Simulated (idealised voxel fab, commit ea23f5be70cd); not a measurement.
Proc. module: voxel transistor to metal
We display cut, a cross-section 210 nm in width whose square cells are each 5 nm.
In this document a cross-section is written as a grid of square cells. It is given as a series of bands, listed from the top down, and a band is one or more rows of cells.
Look at the band entry: it leads with the top's height and the bottom's height in nm. Then it lists the materials left to right, with a width in nm for each. The word "full width" on a single material says that material fills the band edge to edge. The word "empty" is empty space.
Basically, 0 is our baseline, since under it the wafer straight out of the box is all one material. The bottom band has no lower end and keeps on going down, so it looks like "top 0, no bottom".
So if you see something like "30->40" for the width, read it as the top row of the band sitting at the first number and the bottom row at the second, with every row in between moving by the same amount as the last.
What does "remains unaltered" mean for a step? It means no cell of the cross-section changed in that step.
Closed-off voids of 8+ cells (no open route to the top) go in "Closed internal voids", written width x height at distance from the left edge, in nm.
On each step's line, the part that comes after the settings is the simulator's own comment on the step.
The "overlay nm" setting may appear on a step's line; for a step that uses a mask, it gives how far to the right of its planned position the mask lay, and a negative value indicates the left.
Every pair from here on: before one process step, after it. The after cross-section reaches only to the lowest band that changed. Below the pair: the step in between and its settings. Pairs can belong to different runs of this module on the same starting wafer; a pair carries on from the pair above only if the entry headed "Pre-process state" says so.
**Pre-process state**
* top 135, bottom 130: TiN 70  empty 5  TiN 55  empty 5  TiN 75
* top 130, bottom 95: lowk 65  TiN 5  empty 5  TiN 5  lowk 45  TiN 5  empty 5  TiN 5  lowk 70
* top 95, bottom 90: SiCN 65  TiN 15  SiCN 45  TiN 15  SiCN 70
* top 90, bottom 80: W full width
* top 80, bottom 75: TiN 70  W 5  TiN 55  W 5  TiN 75
* top 75, bottom 50: lowk 65  TiN 5  W 5  TiN 5  lowk 45  TiN 5  W 5  TiN 5  lowk 70
* top 50, bottom 45: SiN 65  TiN 15  SiN 45  TiN 15  SiN 70
* top 45, bottom 35: SiO2 65  TiN 5  W 15  TiN 5  SiO2 25  TiN 5  W 15  TiN 5  SiO2 70
* top 35, bottom 30: SiO2 65  TiN 5  W 10  TiN 10  SiO2 25  TiN 10  W 10  TiN 5  SiO2 70
* top 30, bottom 20: SiO2 65  TiN 5  W 10  TiN 5  SiN 5  SiO2 5  SiCN 15  SiO2 5  SiN 5  TiN 5  W 10  TiN 5  SiO2 70
* top 20, bottom 0: SiO2 65  TiN 5  W 10  TiN 5  SiN 5  SiO2 5  polySi 15  SiO2 5  SiN 5  TiN 5  W 10  TiN 5  SiO2 70
* top 0, bottom -5: SiO2 60  SiN 5  TiN 20  SiN 5  SiO2 5  polySi 15  SiO2 5  SiN 5  TiN 20  SiN 5  SiO2 65
* top -5, bottom -10: SiO2 65  pSi 20  SiO2 35  pSi 20  SiO2 70
* top -10, bottom -35: SiO2 65  Si 75  SiO2 70
* top -35, no bottom: Si full width
* Closed internal voids: none
**State After Step**
* top 140, bottom 135: Cu full width
* top 135, bottom 130: TiN 70  Cu 5  TiN 55  Cu 5  TiN 75
* top 130, bottom 95: lowk 65  TiN 5  Cu 5  TiN 5  lowk 45  TiN 5  Cu 5  TiN 5  lowk 70
* Lower than 95, everything is as it was.
* Closed internal voids: none
What is the step between the two cross-sections above? FILL_DEP: material Cu, thk nm 5
Pre-process state: the after view from the pair directly above serves as the before view here.
**State After Step**
* top 115, bottom 95: lowk 65  TiN 5  Cu 5  TiN 5  lowk 45  TiN 5  Cu 5  TiN 5  lowk 70
* Lower than 95, everything is as it was.
* Closed internal voids: none
What is the step between the two cross-sections above? CMP: height nm 115
Pre-process state: the after view from the pair directly above serves as the before view here.
**State After Step**
* top 120, bottom 115: SiN full width
* Lower than 115, everything is as it was.
* Closed internal voids: none
What is the step between the two cross-sections above? CONFORMAL_DEP: material SiN, thk nm 5
**Pre-process state**
* top 115, bottom 80: lowk full width
* top 80, bottom 75: SiCN full width
* top 75, bottom 50: lowk 65  TiN 5  W 5  TiN 5  lowk 45  TiN 5  W 5  TiN 5  lowk 70
* top 50, bottom 45: SiN 65  TiN 15  SiN 45  TiN 15  SiN 70
* top 45, bottom 35: SiO2 65  TiN 5  W 15  TiN 5  SiO2 25  TiN 5  W 15  TiN 5  SiO2 70
* top 35, bottom 30: SiO2 65  TiN 5  W 10  TiN 10  SiO2 25  TiN 10  W 10  TiN 5  SiO2 70
* top 30, bottom 20: SiO2 65  TiN 5  W 10  TiN 5  SiN 5  SiO2 5  SiCN 15  SiO2 5  SiN 5  TiN 5  W 10  TiN 5  SiO2 70
* top 20, bottom 0: SiO2 65  TiN 5  W 10  TiN 5  SiN 5  SiO2 5  polySi 15  SiO2 5  SiN 5  TiN 5  W 10  TiN 5  SiO2 70
* top 0, bottom -5: SiO2 60  SiN 5  TiN 20  SiN 5  SiO2 5  polySi 15  SiO2 5  SiN 5  TiN 20  SiN 5  SiO2 65
* top -5, bottom -10: SiO2 65  pSi 20  SiO2 35  pSi 20  SiO2 70
* top -10, bottom -35: SiO2 65  Si 75  SiO2 70
* top -35, no bottom: Si full width
* Closed internal voids: none
**State After Step**
* top 150, bottom 80: lowk full width
* Lower than 80, everything is as it was.
* Closed internal voids: none
What is the step between the two cross-sections above? DIRECTIONAL_DEP: material lowk, thk nm 35
Pre-process state: the after view from the pair directly above serves as the before view here.
**State After Step**
* top 170, bottom 150: resist 65  empty 15  resist 45  empty 15  resist 70
* Lower than 150, everything is as it was.
* Closed internal voids: none
What is the step between the two cross-sections above? PATTERN: tone open, mask id METAL_2, material resist, width nm 15, pitch nm 60, thk nm 20, overlay nm 0
Pre-process state: the after view from the pair directly above serves as the before view here.
**State After Step**
* top 170, bottom 150: resist 65  empty 15  resist 45  empty 15  resist 70
* top 150, bottom 130: lowk 65  empty 15  lowk 45  empty 15  lowk 70
* Lower than 130, everything is as it was.
* Closed internal voids: none
What is the step between the two cross-sections above? DIRECTIONAL_ETCH: etch materials lowk, depth nm 20
Pre-process state: the after view from the pair directly above serves as the before view here.
**State After Step**
* top 150, bottom 130: lowk 65  empty 15  lowk 45  empty 15  lowk 70
* Lower than 130, everything is as it was.
* Closed internal voids: none
What is the step between the two cross-sections above? STRIP: etch materials resist
Pre-process state: the after view from the pair directly above serves as the before view here.
**State After Step**
* top 165, bottom 150: resist 65  empty 15  resist 45  empty 15  resist 70
* Lower than 150, everything is as it was.
* Closed internal voids: none
What is the step between the two cross-sections above? PATTERN: tone open, mask id METAL_2_HOLES, material resist, width nm 15, pitch nm 60, thk nm 15, overlay nm 0
Pre-process state: the after view from the pair directly above serves as the before view here.
**State After Step**
* top 165, bottom 150: resist 65  empty 15  resist 45  empty 15  resist 70
* top 150, bottom 115: lowk 65  empty 15  lowk 45  empty 15  lowk 70
* Lower than 115, everything is as it was.
* Closed internal voids: none
What is the step between the two cross-sections above? DIRECTIONAL_ETCH: etch materials lowk, depth nm 15
Pre-process state: the after view from the pair directly above serves as the before view here.
**State After Step**
* top 150, bottom 115: lowk 65  empty 15  lowk 45  empty 15  lowk 70
* Lower than 115, everything is as it was.
* Closed internal voids: none
What is the step between the two cross-sections above? STRIP: etch materials resist
Pre-process state: the after view from the pair directly above serves as the before view here.
**State After Step**
* top 155, bottom 150: TiN 70  empty 5  TiN 55  empty 5  TiN 75
* top 150, bottom 120: lowk 65  TiN 5  empty 5  TiN 5  lowk 45  TiN 5  empty 5  TiN 5  lowk 70
* top 120, bottom 115: lowk 65  TiN 15  lowk 45  TiN 15  lowk 70
* Lower than 115, everything is as it was.
* Closed internal voids: none
What is the step between the two cross-sections above? CONFORMAL_DEP: material TiN, thk nm 5
Pre-process state: the after view from the pair directly above serves as the before view here.
**State After Step**
* top 160, bottom 155: Cu full width
* top 155, bottom 150: TiN 70  Cu 5  TiN 55  Cu 5  TiN 75
* top 150, bottom 120: lowk 65  TiN 5  Cu 5  TiN 5  lowk 45  TiN 5  Cu 5  TiN 5  lowk 70
* Lower than 120, everything is as it was.
* Closed internal voids: none
What is the step between the two cross-sections above? FILL_DEP: material Cu, thk nm 5
Pre-process state: the after view from the pair directly above serves as the before view here.
**State After Step**
* top 115, bottom 80: lowk full width
* Lower than 80, everything is as it was.
* Closed internal voids: none
What is the step between the two cross-sections above? CMP: height nm 115
Pre-process state: the after view from the pair directly above serves as the before view here.
**State After Step**
* top 120, bottom 115: SiN full width
* Lower than 115, everything is as it was.
* Closed internal voids: none
What is the step between the two cross-sections above? CONFORMAL_DEP: material SiN, thk nm 5
**Pre-process state**
* top 75, bottom 50: lowk 65  TiN 5  W 5  TiN 5  lowk 45  TiN 5  W 5  TiN 5  lowk 70
* top 50, bottom 45: SiN 65  TiN 15  SiN 45  TiN 15  SiN 70
* top 45, bottom 35: SiO2 65  TiN 5  W 15  TiN 5  SiO2 25  TiN 5  W 15  TiN 5  SiO2 70
* top 35, bottom 30: SiO2 65  TiN 5  W 10  TiN 10  SiO2 25  TiN 10  W 10  TiN 5  SiO2 70
* top 30, bottom 20: SiO2 65  TiN 5  W 10  TiN 5  SiN 5  SiO2 5  SiCN 15  SiO2 5  SiN 5  TiN 5  W 10  TiN 5  SiO2 70
* top 20, bottom 0: SiO2 65  TiN 5  W 10  TiN 5  SiN 5  SiO2 5  polySi 15  SiO2 5  SiN 5  TiN 5  W 10  TiN 5  SiO2 70
* top 0, bottom -5: SiO2 60  SiN 5  TiN 20  SiN 5  SiO2 5  polySi 15  SiO2 5  SiN 5  TiN 20  SiN 5  SiO2 65
* top -5, bottom -10: SiO2 65  pSi 20  SiO2 35  pSi 20  SiO2 70
* top -10, bottom -35: SiO2 65  Si 75  SiO2 70
* top -35, no bottom: Si full width
* Closed internal voids: none
**State After Step**
* top 110, bottom 75: lowk full width
* Lower than 75, everything is as it was.
* Closed internal voids: none
What is the step between the two cross-sections above? DIRECTIONAL_DEP: material lowk, thk nm 35
Pre-process state: the after view from the pair directly above serves as the before view here.
**State After Step**
* top 115, bottom 110: SiCN full width
* Lower than 110, everything is as it was.
* Closed internal voids: none
What is the step between the two cross-sections above? CONFORMAL_DEP: material SiCN, thk nm 5
Pre-process state: the after view from the pair directly above serves as the before view here.
**State After Step**
* top 135, bottom 115: resist 65  empty 15  resist 45  empty 15  resist 70
* Lower than 115, everything is as it was.
* Closed internal voids: none
What is the step between the two cross-sections above? PATTERN: tone open, mask id METAL_2, material resist, width nm 15, pitch nm 60, thk nm 20, overlay nm 0
Pre-process state: the after view from the pair directly above serves as the before view here.
**State After Step**
* top 115, bottom 110: SiCN full width
* Lower than 110, everything is as it was.
* Closed internal voids: none
What is the step between the two cross-sections above? STRIP: etch materials resist
Pre-process state: the after view from the pair directly above serves as the before view here.
**State After Step**
* top 130, bottom 115: resist 65  empty 15  resist 45  empty 15  resist 70
* Lower than 115, everything is as it was.
* Closed internal voids: none
What is the step between the two cross-sections above? PATTERN: tone open, mask id METAL_2_HOLES, material resist, width nm 15, pitch nm 60, thk nm 15, overlay nm 0
Pre-process state: the after view from the pair directly above serves as the before view here.
**State After Step**
* top 130, bottom 115: resist 65  empty 15  resist 45  empty 15  resist 70
* top 115, bottom 110: SiCN 65  empty 15  SiCN 45  empty 15  SiCN 70
* Lower than 110, everything is as it was.
* Closed internal voids: none
What is the step between the two cross-sections above? DIRECTIONAL_ETCH: etch materials SiCN, depth nm 5
Pre-process state: the after view from the pair directly above serves as the before view here.
**State After Step**
* top 115, bottom 110: SiCN 65  empty 15  SiCN 45  empty 15  SiCN 70
* Lower than 110, everything is as it was.
* Closed internal voids: none
What is the step between the two cross-sections above? STRIP: etch materials resist
Pre-process state: the after view from the pair directly above serves as the before view here.
**State After Step**
* top 120, bottom 115: TiN 70  empty 5  TiN 55  empty 5  TiN 75
* top 115, bottom 110: SiCN 65  TiN 15  SiCN 45  TiN 15  SiCN 70
* Lower than 110, everything is as it was.
* Closed internal voids: none
What is the step between the two cross-sections above? CONFORMAL_DEP: material TiN, thk nm 5
Pre-process state: the after view from the pair directly above serves as the before view here.
**State After Step**
* top 125, bottom 120: Cu full width
* top 120, bottom 115: TiN 70  Cu 5  TiN 55  Cu 5  TiN 75
* Lower than 115, everything is as it was.
* Closed internal voids: none
What is the step between the two cross-sections above? FILL_DEP: material Cu, thk nm 5
Pre-process state: the after view from the pair directly above serves as the before view here.
**State After Step**
* top 115, bottom 110: SiCN 65  TiN 15  SiCN 45  TiN 15  SiCN 70
* Lower than 110, everything is as it was.
* Closed internal voids: none
What is the step between the two cross-sections above? CMP: height nm 115
Pre-process state: the after view from the pair directly above serves as the before view here.
**State After Step**
* top 120, bottom 115: SiN full width
* Lower than 115, everything is as it was.
* Closed internal voids: none
What is the step between the two cross-sections above? CONFORMAL_DEP: material SiN, thk nm 5
**Pre-process state**
* top 125, bottom 120: Cu full width
* top 120, bottom 115: TiN 70  Cu 5  TiN 55  Cu 5  TiN 75
* top 115, bottom 80: lowk 65  TiN 5  Cu 5  TiN 5  lowk 45  TiN 5  Cu 5  TiN 5  lowk 70
* top 80, bottom 75: SiCN 65  TiN 15  SiCN 45  TiN 15  SiCN 70
* top 75, bottom 50: lowk 65  TiN 5  W 5  TiN 5  lowk 45  TiN 5  W 5  TiN 5  lowk 70
* top 50, bottom 45: SiN 65  TiN 15  SiN 45  TiN 15  SiN 70
* top 45, bottom 35: SiO2 65  TiN 5  W 15  TiN 5  SiO2 25  TiN 5  W 15  TiN 5  SiO2 70
* top 35, bottom 30: SiO2 65  TiN 5  W 10  TiN 10  SiO2 25  TiN 10  W 10  TiN 5  SiO2 70
* top 30, bottom 20: SiO2 65  TiN 5  W 10  TiN 5  SiN 5  SiO2 5  SiCN 15  SiO2 5  SiN 5  TiN 5  W 10  TiN 5  SiO2 70
* top 20, bottom 0: SiO2 65  TiN 5  W 10  TiN 5  SiN 5  SiO2 5  polySi 15  SiO2 5  SiN 5  TiN 5  W 10  TiN 5  SiO2 70
* top 0, bottom -5: SiO2 60  SiN 5  TiN 20  SiN 5  SiO2 5  polySi 15  SiO2 5  SiN 5  TiN 20  SiN 5  SiO2 65
* top -5, bottom -10: SiO2 65  pSi 20  SiO2 35  pSi 20  SiO2 70
* top -10, bottom -35: SiO2 65  Si 75  SiO2 70
* top -35, no bottom: Si full width
* Closed internal voids: none
**State After Step**
* top 120, bottom 115: TiN 70  Cu 5  TiN 55  Cu 5  TiN 75
* Lower than 115, everything is as it was.
* Closed internal voids: none
What is the step between the two cross-sections above? CMP: height nm 120
Pre-process state: the after view from the pair directly above serves as the before view here.
**State After Step**
* top 125, bottom 120: SiN full width
* Lower than 120, everything is as it was.
* Closed internal voids: none
What is the step between the two cross-sections above? CONFORMAL_DEP: material SiN, thk nm 5
**Pre-process state**
* top 45, bottom 30: SiO2 full width
* top 30, bottom 20: SiO2 85  SiN 5  SiO2 5  SiCN 15  SiO2 5  SiN 5  SiO2 90
* top 20, bottom 0: SiO2 85  SiN 5  SiO2 5  polySi 15  SiO2 5  SiN 5  SiO2 90
* top 0, bottom -5: SiO2 60  SiN 5  SiO2 20  SiN 5  SiO2 5  polySi 15  SiO2 5  SiN 5  SiO2 20  SiN 5  SiO2 65
* top -5, bottom -10: SiO2 65  pSi 20  SiO2 35  pSi 20  SiO2 70
* top -10, bottom -35: SiO2 65  Si 75  SiO2 70
* top -35, no bottom: Si full width
* Closed internal voids: none
**State After Step**
* top 65, bottom 45: resist 65  empty 30  resist 20  empty 30  resist 65
* Lower than 45, everything is as it was.
* Closed internal voids: none
What is the step between the two cross-sections above? PATTERN: tone open, mask id CONTACT, material resist, width nm 30, pitch nm 50, thk nm 20, overlay nm 0
Pre-process state: the after view from the pair directly above serves as the before view here.
**State After Step**
* top 65, bottom 45: resist 65  empty 30  resist 20  empty 30  resist 65
* top 45, bottom 30: SiO2 65  empty 30  SiO2 20  empty 30  SiO2 65
* top 30, bottom 20: SiO2 65  empty 20  SiN 5  empty 5  SiCN 15  SiO2 5  SiN 5  empty 25  SiO2 65
* top 20, bottom 0: SiO2 65  empty 20  SiN 5  empty 5  polySi 15  SiO2 5  SiN 5  empty 25  SiO2 65
* top 0, bottom -5: SiO2 60  SiN 5  empty 20  SiN 5  empty 5  polySi 15  SiO2 5  SiN 5  empty 20  SiN 5  SiO2 65
* Lower than -5, everything is as it was.
* Closed internal voids: none
What is the step between the two cross-sections above? DIRECTIONAL_ETCH: etch materials SiO2, depth nm 50
Pre-process state: the after view from the pair directly above serves as the before view here.
**State After Step**
* top 45, bottom 30: SiO2 65  empty 30  SiO2 20  empty 30  SiO2 65
* Lower than 30, everything is as it was.
* Closed internal voids: none
What is the step between the two cross-sections above? STRIP: etch materials resist
Pre-process state: the after view from the pair directly above serves as the before view here.
**State After Step**
* top 50, bottom 45: TiN 70  empty 20  TiN 30  empty 20  TiN 70
* top 45, bottom 35: SiO2 65  TiN 5  empty 20  TiN 5  SiO2 20  TiN 5  empty 20  TiN 5  SiO2 65
* top 35, bottom 30: SiO2 65  TiN 5  empty 10  TiN 15  SiO2 20  TiN 10  empty 15  TiN 5  SiO2 65
* top 30, bottom 20: SiO2 65  TiN 5  empty 10  TiN 5  SiN 5  TiN 5  SiCN 15  SiO2 5  SiN 5  TiN 5  empty 15  TiN 5  SiO2 65
* top 20, bottom 5: SiO2 65  TiN 5  empty 10  TiN 5  SiN 5  TiN 5  polySi 15  SiO2 5  SiN 5  TiN 5  empty 15  TiN 5  SiO2 65
* top 5, bottom 0: SiO2 65  TiN 5  empty 10  TiN 5  SiN 5  TiN 5  polySi 15  SiO2 5  SiN 5  TiN 5  empty 10  TiN 10  SiO2 65
* top 0, bottom -5: SiO2 60  SiN 5  TiN 20  SiN 5  TiN 5  polySi 15  SiO2 5  SiN 5  TiN 20  SiN 5  SiO2 65
* Lower than -5, everything is as it was.
* Closed internal voids: none
What is the step between the two cross-sections above? CONFORMAL_DEP: material TiN, thk nm 5
Pre-process state: the after view from the pair directly above serves as the before view here.
**State After Step**
* top 55, bottom 50: W full width
* top 50, bottom 45: TiN 70  W 20  TiN 30  W 20  TiN 70
* top 45, bottom 35: SiO2 65  TiN 5  W 20  TiN 5  SiO2 20  TiN 5  W 20  TiN 5  SiO2 65
* top 35, bottom 30: SiO2 65  TiN 5  W 10  TiN 15  SiO2 20  TiN 10  W 15  TiN 5  SiO2 65
* top 30, bottom 20: SiO2 65  TiN 5  W 10  TiN 5  SiN 5  TiN 5  SiCN 15  SiO2 5  SiN 5  TiN 5  W 15  TiN 5  SiO2 65
* top 20, bottom 5: SiO2 65  TiN 5  W 10  TiN 5  SiN 5  TiN 5  polySi 15  SiO2 5  SiN 5  TiN 5  W 15  TiN 5  SiO2 65
* top 5, bottom 0: SiO2 65  TiN 5  W 10  TiN 5  SiN 5  TiN 5  polySi 15  SiO2 5  SiN 5  TiN 5  W 10  TiN 10  SiO2 65
* Lower than 0, everything is as it was.
* Closed internal voids: none
What is the step between the two cross-sections above? FILL_DEP: material W, thk nm 5
Pre-process state: the after view from the pair directly above serves as the before view here.
**State After Step**
* top 45, bottom 35: SiO2 65  TiN 5  W 20  TiN 5  SiO2 20  TiN 5  W 20  TiN 5  SiO2 65
* Lower than 35, everything is as it was.
* Closed internal voids: none
What is the step between the two cross-sections above? CMP: height nm 45
Pre-process state: the after view from the pair directly above serves as the before view here.
**State After Step**
* top 50, bottom 45: SiN full width
* Lower than 45, everything is as it was.
* Closed internal voids: none
What is the step between the two cross-sections above? CONFORMAL_DEP: material SiN, thk nm 5
Pre-process state: the after view from the pair directly above serves as the before view here.
**State After Step**
* top 75, bottom 50: lowk full width
* Lower than 50, everything is as it was.
* Closed internal voids: none
What is the step between the two cross-sections above? DIRECTIONAL_DEP: material lowk, thk nm 25
Pre-process state: the after view from the pair directly above serves as the before view here.
**State After Step**
* top 85, bottom 75: aC full width
* Lower than 75, everything is as it was.
* Closed internal voids: none
What is the step between the two cross-sections above? DIRECTIONAL_DEP: material aC, thk nm 10
Pre-process state: the after view from the pair directly above serves as the before view here.
**State After Step**
* top 110, bottom 85: resist 65  empty 15  resist 45  empty 15  resist 70
* Lower than 85, everything is as it was.
* Closed internal voids: none
What is the step between the two cross-sections above? PATTERN: tone open, mask id METAL_1, material resist, width nm 15, pitch nm 60, thk nm 25, overlay nm 0
Pre-process state: the after view from the pair directly above serves as the before view here.
**State After Step**
* top 100, bottom 85: resist 65  empty 15  resist 45  empty 15  resist 70
* top 85, bottom 75: aC 65  empty 15  aC 45  empty 15  aC 70
* Lower than 75, everything is as it was.
* Closed internal voids: none
What is the step between the two cross-sections above? DIRECTIONAL_ETCH: etch materials aC, depth nm 10
Pre-process state: the after view from the pair directly above serves as the before view here.
**State After Step**
* top 85, bottom 75: aC 65  empty 15  aC 45  empty 15  aC 70
* Lower than 75, everything is as it was.
* Closed internal voids: none
What is the step between the two cross-sections above? STRIP: etch materials resist
Pre-process state: the after view from the pair directly above serves as the before view here.
**State After Step**
* top 85, bottom 75: aC 65  empty 15  aC 45  empty 15  aC 70
* top 75, bottom 50: lowk 65  empty 15  lowk 45  empty 15  lowk 70
* Lower than 50, everything is as it was.
* Closed internal voids: none
What is the step between the two cross-sections above? DIRECTIONAL_ETCH: etch materials lowk, depth nm 25
Pre-process state: the after view from the pair directly above serves as the before view here.
**State After Step**
* top 85, bottom 75: aC 65  empty 15  aC 45  empty 15  aC 70
* top 75, bottom 50: lowk 65  empty 15  lowk 45  empty 15  lowk 70
* top 50, bottom 45: SiN 65  empty 15  SiN 45  empty 15  SiN 70
* Lower than 45, everything is as it was.
* Closed internal voids: none
What is the step between the two cross-sections above? DIRECTIONAL_ETCH: etch materials SiN, depth nm 5
Pre-process state: the after view from the pair directly above serves as the before view here.
**State After Step**
* top 75, bottom 50: lowk 65  empty 15  lowk 45  empty 15  lowk 70
* Lower than 50, everything is as it was.
* Closed internal voids: none
What is the step between the two cross-sections above? STRIP: etch materials aC
Pre-process state: the after view from the pair directly above serves as the before view here.
**State After Step**
* top 80, bottom 75: TiN 70  empty 5  TiN 55  empty 5  TiN 75
* top 75, bottom 50: lowk 65  TiN 5  empty 5  TiN 5  lowk 45  TiN 5  empty 5  TiN 5  lowk 70
* top 50, bottom 45: SiN 65  TiN 15  SiN 45  TiN 15  SiN 70
* Lower than 45, everything is as it was.
* Closed internal voids: none
What is the step between the two cross-sections above? CONFORMAL_DEP: material TiN, thk nm 5
Pre-process state: the after view from the pair directly above serves as the before view here.
**State After Step**
* top 90, bottom 80: W full width
* top 80, bottom 75: TiN 70  W 5  TiN 55  W 5  TiN 75
* top 75, bottom 50: lowk 65  TiN 5  W 5  TiN 5  lowk 45  TiN 5  W 5  TiN 5  lowk 70
* Lower than 50, everything is as it was.
* Closed internal voids: none
What is the step between the two cross-sections above? FILL_DEP: material W, thk nm 10
Pre-process state: the after view from the pair directly above serves as the before view here.
**State After Step**
* top 75, bottom 50: lowk 65  TiN 5  W 5  TiN 5  lowk 45  TiN 5  W 5  TiN 5  lowk 70
* Lower than 50, everything is as it was.
* Closed internal voids: none
What is the step between the two cross-sections above? CMP: height nm 75
Pre-process state: the after view from the pair directly above serves as the before view here.
**State After Step**
* top 80, bottom 75: SiCN full width
* Lower than 75, everything is as it was.
* Closed internal voids: none
What is the step between the two cross-sections above? CONFORMAL_DEP: material SiCN, thk nm 5
Pre-process state: the after view from the pair directly above serves as the before view here.
**State After Step**
* top 115, bottom 80: lowk full width
* Lower than 80, everything is as it was.
* Closed internal voids: none
What is the step between the two cross-sections above? DIRECTIONAL_DEP: material lowk, thk nm 35
Pre-process state: the after view from the pair directly above serves as the before view here.
**State After Step**
* top 135, bottom 115: resist 65  empty 15  resist 45  empty 15  resist 70
* Lower than 115, everything is as it was.
* Closed internal voids: none
What is the step between the two cross-sections above? PATTERN: tone open, mask id METAL_2, material resist, width nm 15, pitch nm 60, thk nm 20, overlay nm 0
Pre-process state: the after view from the pair directly above serves as the before view here.
**State After Step**
* top 135, bottom 115: resist 65  empty 15  resist 45  empty 15  resist 70
* top 115, bottom 95: lowk 65  empty 15  lowk 45  empty 15  lowk 70
* Lower than 95, everything is as it was.
* Closed internal voids: none
What is the step between the two cross-sections above? DIRECTIONAL_ETCH: etch materials lowk, depth nm 20
Pre-process state: the after view from the pair directly above serves as the before view here.
**State After Step**
* top 115, bottom 95: lowk 65  empty 15  lowk 45  empty 15  lowk 70
* Lower than 95, everything is as it was.
* Closed internal voids: none
What is the step between the two cross-sections above? STRIP: etch materials resist
Pre-process state: the after view from the pair directly above serves as the before view here.
**State After Step**
* top 130, bottom 115: resist 65  empty 15  resist 45  empty 15  resist 70
* Lower than 115, everything is as it was.
* Closed internal voids: none
What is the step between the two cross-sections above? PATTERN: tone open, mask id METAL_2_HOLES, material resist, width nm 15, pitch nm 60, thk nm 15, overlay nm 0
Pre-process state: the after view from the pair directly above serves as the before view here.
**State After Step**
* top 130, bottom 115: resist 65  empty 15  resist 45  empty 15  resist 70
* top 115, bottom 80: lowk 65  empty 15  lowk 45  empty 15  lowk 70
* Lower than 80, everything is as it was.
* Closed internal voids: none
What is the step between the two cross-sections above? DIRECTIONAL_ETCH: etch materials lowk, depth nm 15
Pre-process state: the after view from the pair directly above serves as the before view here.
**State After Step**
* top 130, bottom 115: resist 65  empty 15  resist 45  empty 15  resist 70
* top 115, bottom 80: lowk 65  empty 15  lowk 45  empty 15  lowk 70
* top 80, bottom 75: SiCN 65  empty 15  SiCN 45  empty 15  SiCN 70
* Lower than 75, everything is as it was.
* Closed internal voids: none
What is the step between the two cross-sections above? DIRECTIONAL_ETCH: etch materials SiCN, depth nm 5
Pre-process state: the after view from the pair directly above serves as the before view here.
**State After Step**
* top 115, bottom 80: lowk 65  empty 15  lowk 45  empty 15  lowk 70
* Lower than 80, everything is as it was.
* Closed internal voids: none
What is the step between the two cross-sections above? STRIP: etch materials resist
Pre-process state: the after view from the pair directly above serves as the before view here.
**State After Step**
* top 120, bottom 115: TiN 70  empty 5  TiN 55  empty 5  TiN 75
* top 115, bottom 80: lowk 65  TiN 5  empty 5  TiN 5  lowk 45  TiN 5  empty 5  TiN 5  lowk 70
* top 80, bottom 75: SiCN 65  TiN 15  SiCN 45  TiN 15  SiCN 70
* Lower than 75, everything is as it was.
* Closed internal voids: none
What is the step between the two cross-sections above? CONFORMAL_DEP: material TiN, thk nm 5
Pre-process state: the after view from the pair directly above serves as the before view here.
**State After Step**
* top 125, bottom 120: Cu full width
* top 120, bottom 115: TiN 70  Cu 5  TiN 55  Cu 5  TiN 75
* top 115, bottom 80: lowk 65  TiN 5  Cu 5  TiN 5  lowk 45  TiN 5  Cu 5  TiN 5  lowk 70
* Lower than 80, everything is as it was.
* Closed internal voids: none
What is the step between the two cross-sections above? FILL_DEP: material Cu, thk nm 5
Pre-process state: the after view from the pair directly above serves as the before view here.
**State After Step**
* top 115, bottom 80: lowk 65  TiN 5  Cu 5  TiN 5  lowk 45  TiN 5  Cu 5  TiN 5  lowk 70
* Lower than 80, everything is as it was.
* Closed internal voids: none
What is the step between the two cross-sections above? CMP: height nm 115
Pre-process state: the after view from the pair directly above serves as the before view here.
**State After Step**
* top 120, bottom 115: SiN full width
* Lower than 115, everything is as it was.
* Closed internal voids: none
What is the step between the two cross-sections above? CONFORMAL_DEP: material SiN, thk nm 5
**Pre-process state**
* top 85, bottom 75: aC full width
* top 75, bottom 50: lowk full width
* top 50, bottom 45: SiN full width
* top 45, bottom 35: SiO2 65  TiN 5  W 15  TiN 5  SiO2 25  TiN 5  W 15  TiN 5  SiO2 70
* top 35, bottom 30: SiO2 65  TiN 5  W 10  TiN 10  SiO2 25  TiN 10  W 10  TiN 5  SiO2 70
* top 30, bottom 20: SiO2 65  TiN 5  W 10  TiN 5  SiN 5  SiO2 5  SiCN 15  SiO2 5  SiN 5  TiN 5  W 10  TiN 5  SiO2 70
* top 20, bottom 0: SiO2 65  TiN 5  W 10  TiN 5  SiN 5  SiO2 5  polySi 15  SiO2 5  SiN 5  TiN 5  W 10  TiN 5  SiO2 70
* top 0, bottom -5: SiO2 60  SiN 5  TiN 20  SiN 5  SiO2 5  polySi 15  SiO2 5  SiN 5  TiN 20  SiN 5  SiO2 65
* top -5, bottom -10: SiO2 65  pSi 20  SiO2 35  pSi 20  SiO2 70
* top -10, bottom -35: SiO2 65  Si 75  SiO2 70
* top -35, no bottom: Si full width
* Closed internal voids: none
**State After Step**
* top 110, bottom 85: resist 75  empty 15  resist 45  empty 15  resist 60
* Lower than 85, everything is as it was.
* Closed internal voids: none
What is the step between the two cross-sections above? PATTERN: tone open, mask id METAL_1, material resist, width nm 15, pitch nm 60, thk nm 25, overlay nm 10
Pre-process state: the after view from the pair directly above serves as the before view here.
**State After Step**
* top 100, bottom 85: resist 75  empty 15  resist 45  empty 15  resist 60
* top 85, bottom 75: aC 75  empty 15  aC 45  empty 15  aC 60
* Lower than 75, everything is as it was.
* Closed internal voids: none
What is the step between the two cross-sections above? DIRECTIONAL_ETCH: etch materials aC, depth nm 10
Pre-process state: the after view from the pair directly above serves as the before view here.
**State After Step**
* top 85, bottom 75: aC 75  empty 15  aC 45  empty 15  aC 60
* Lower than 75, everything is as it was.
* Closed internal voids: none
What is the step between the two cross-sections above? STRIP: etch materials resist
Pre-process state: the after view from the pair directly above serves as the before view here.
**State After Step**
* top 85, bottom 75: aC 75  empty 15  aC 45  empty 15  aC 60
* top 75, bottom 50: lowk 75  empty 15  lowk 45  empty 15  lowk 60
* Lower than 50, everything is as it was.
* Closed internal voids: none
What is the step between the two cross-sections above? DIRECTIONAL_ETCH: etch materials lowk, depth nm 25
Pre-process state: the after view from the pair directly above serves as the before view here.
**State After Step**
* top 85, bottom 75: aC 75  empty 15  aC 45  empty 15  aC 60
* top 75, bottom 50: lowk 75  empty 15  lowk 45  empty 15  lowk 60
* top 50, bottom 45: SiN 75  empty 15  SiN 45  empty 15  SiN 60
* Lower than 45, everything is as it was.
* Closed internal voids: none
What is the step between the two cross-sections above? DIRECTIONAL_ETCH: etch materials SiN, depth nm 5
Pre-process state: the after view from the pair directly above serves as the before view here.
**State After Step**
* top 75, bottom 50: lowk 75  empty 15  lowk 45  empty 15  lowk 60
* Lower than 50, everything is as it was.
* Closed internal voids: none
What is the step between the two cross-sections above? STRIP: etch materials aC
